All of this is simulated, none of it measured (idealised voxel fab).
Module name: voxel self aligned contacts (process module)
Cross-sectional view cut (width: 260 nm; square cell size: 5 nm).
A cross-section is a grid of square cells, given in bands from the top down. A band is one or more rows of cells. In this notation a band is specified by the heights of its top and bottom, in that order and in nm, after which its materials appear from left to right, each paired with its width in nm. The word "throughout" attached to a single material means that material fills the band from edge to edge; the word "empty" stands for empty space. Where do heights start? At 0: under that level the wafer as delivered is made of one material only. And the lowest band has no floor; it just carries on downward, as in "top 0, no bottom". Quick explanation for "30..40": the width changes in equal steps down the rows of cells, from the first number in the band's top row to the second number in its bottom row. A step reported as "nothing altered" is a step in which no cell of the cross-section changed. Listed in "Closed void inventory": every empty space of 8 or more cells without an open way to the top. Form: width x height at distance, the distance being from the left edge, all in nm. Heads up: the bit after the settings on a step's line is the simulator's remark on that step. The setting "overlay nm" may be written on the line of a step. When the step uses a mask, the value reports how far to the right of the planned place the mask lay, and a negative value reports that it lay to the left.
THE STEPS PLANNED FOR THE PROCESS ARE AS FOLLOWS
| 1 | RECEIVE [material Si] |
| 2 | CONFORMAL_DEP [material SiO2] [thk nm 5] |
| 3 | DIRECTIONAL_DEP [material polySi] [thk nm 30] |
| 4 | DIRECTIONAL_DEP [material SiN] [thk nm 25] |
| 5 | MASKED_ETCH [tone cover] [mask id GATE] [width nm 30] [pitch nm 75] [etch materials SiN] [depth nm 25] [overlay nm 0] |
| 6 | MASKED_ETCH [tone cover] [mask id GATE] [width nm 30] [pitch nm 75] [etch materials polySi] [depth nm 30] [overlay nm 0] |
| 7 | CONFORMAL_DEP [material SiN] [thk nm 10] |
| 8 | DIRECTIONAL_ETCH [etch materials SiN] [depth nm 10] |
| 9 | FILL_DEP [material SiO2] [thk nm 15] |
| 10 | CMP [height nm 65] |
| 11 | MASKED_ETCH [tone open] [mask id CONTACT] [width nm 55] [etch materials SiO2] [depth nm 65] [overlay nm 0] |
| 12 | CONFORMAL_DEP [material TiN] [thk nm 5] |
| 13 | FILL_DEP [material W] [thk nm 5] |
| 14 | CMP [height nm 65] |
| 15 | CONFORMAL_DEP [material SiN] [thk nm 5] |
CROSS-SECTION OF THE WAFER UPON ARRIVAL, REPRESENTING THE STATE REACHED AFTER STEP 1
* top 0, no bottom: Si throughout
* Closed void inventory: none
FIRST OF TWO WAFERS: CROSS-SECTION AT END OF MODULE, RUN PER PLAN
* top 70, bottom 65: SiN throughout
* top 65, bottom 60: SiO2 100 nm  TiN 20 nm  W 15 nm  TiN 20 nm  SiO2 105 nm
* top 60, bottom 35: SiO2 65 nm  SiN 50 nm  TiN 5 nm  W 15 nm  TiN 5 nm  SiN 50 nm  SiO2 70 nm
* top 35, bottom 5: SiO2 65 nm  SiN 10 nm  polySi 30 nm  SiN 10 nm  TiN 5 nm  W 15 nm  TiN 5 nm  SiN 10 nm  polySi 30 nm  SiN 10 nm  SiO2 70 nm
* top 5, bottom 0: SiO2 115 nm  TiN 25 nm  SiO2 120 nm
* top 0, no bottom: Si throughout
* Closed void inventory: none
SECOND WAFER THROUGH THE MODULE, SECTIONED AT THE END: SAME BEGINNING AND SAME PLAN AS THE FIRST WAFER, WITH ONE MISTAKE IN CARRYING IT OUT
* top 70, bottom 65: SiN throughout
* top 65, bottom 55: SiO2 100 nm  TiN 5 nm  W 45 nm  TiN 5 nm  SiO2 105 nm
* top 55, bottom 50: SiO2 100 nm  TiN 10 nm  W 35 nm  TiN 10 nm  SiO2 105 nm
* top 50, bottom 35: SiO2 75 nm  SiN 30 nm  TiN 5 nm  W 35 nm  TiN 5 nm  SiN 30 nm  SiO2 80 nm
* top 35, bottom 5: SiO2 75 nm  polySi 30 nm  TiN 5 nm  W 35 nm  TiN 5 nm  polySi 30 nm  SiO2 80 nm
* top 5, bottom 0: SiO2 105 nm  TiN 45 nm  SiO2 110 nm
* top 0, no bottom: Si throughout
* Closed void inventory: none
It is concluded that the wafer was processed incorrectly with respect to the plan, in that step 7 of the plan was excluded from execution and never run
In the final state, the cell counts of the second wafer exceed or fall short of those of the first for the following materials: 112 fewer of SiN; 60 more of SiO2; 52 more of W
